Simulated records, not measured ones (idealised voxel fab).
You're looking at the process module voxel air gaps.
The width of the displayed cross-section, cut, is 195 nm; its cells are square, with a size of 5 nm.
Cross-section, as written here: a square-cell grid given band by band from the top down, where a band holds one or more rows of cells.
Band: top height; bottom height; in nm. Then, left to right: material with width in nm, for each material. "everywhere": a single material spanning edge to edge. "blank": empty space.
We count height from 0. Below that, the starting wafer is all one material. The lowest band never ends at the bottom but goes on down; see "z 0 and below" for how that is written.
Per-row width for "30->40": begins at first number (top row of band), ends at second number (bottom row), increment between rows held constant.
What does "everything unchanged" mean for a step? It means no cell of the cross-section changed in that step.
Listed in "Sealed cavities": every empty space of 8 or more cells without an open way to the top. Form: width x height at distance, the distance being from the left edge, all in nm.
after a step's settings: what the simulator itself notes on the step
Each step line may optionally specify "overlay nm", which for a step with a mask gives the rightward distance between the mask's planned place and where it lay, a negative value indicating the leftward direction.

# Set out below are the planned steps of the process
- 1: RECEIVE,material Si
- 2: CONFORMAL_DEP,material SiO2,thk nm 15
- 3: CONFORMAL_DEP,material SiN,thk nm 5
- 4: DIRECTIONAL_DEP,material SiO2,thk nm 40
- 5: DIRECTIONAL_DEP,material aC,thk nm 15
- 6: PATTERN,tone open,mask id LINES,material resist,width nm 15,pitch nm 45,thk nm 35,overlay nm 0
- 7: DIRECTIONAL_ETCH,etch materials aC,depth nm 15
- 8: STRIP,etch materials resist
- 9: DIRECTIONAL_ETCH,etch materials SiO2,depth nm 40
- 10: STRIP,etch materials aC
- 11: CONFORMAL_DEP,material TiN,thk nm 5
- 12: FILL_DEP,material W,thk nm 5
- 13: CMP,height nm 60
- 14: EPI,material Ru,thk nm 10
- 15: SELECTIVE_ETCH,etch materials SiO2,depth nm 50
- 16: CONFORMAL_DEP,material SiN,thk nm 5

# Wafer at receipt (post step 1), cross-section
  z 0 and below = Si everywhere
  Sealed cavities: none

# The cross-section shown corresponds to the wafer at the conclusion of the module. The initial structure and the process plan are those presented above; however, one mistake occurred in executing the plan
  z 75 to 70 = SiN everywhere
  z 70 to 60 = Ru everywhere
  z 60 to 55 = 50 TiN, 5 W, 40 TiN, 5 W, 40 TiN, 5 W, 50 TiN
  z 55 to 20 = 45 SiO2, 5 TiN, 5 W, 5 TiN, 30 SiO2, 5 TiN, 5 W, 5 TiN, 30 SiO2, 5 TiN, 5 W, 5 TiN, 45 SiO2
  z 20 to 15 = 45 SiO2, 15 TiN, 30 SiO2, 15 TiN, 30 SiO2, 15 TiN, 45 SiO2
  z 15 to 0 = SiO2 everywhere
  z 0 and below = Si everywhere
  Sealed cavities: none
What went wrong in running the wafer? plan step 3 was not performed, having been skipped
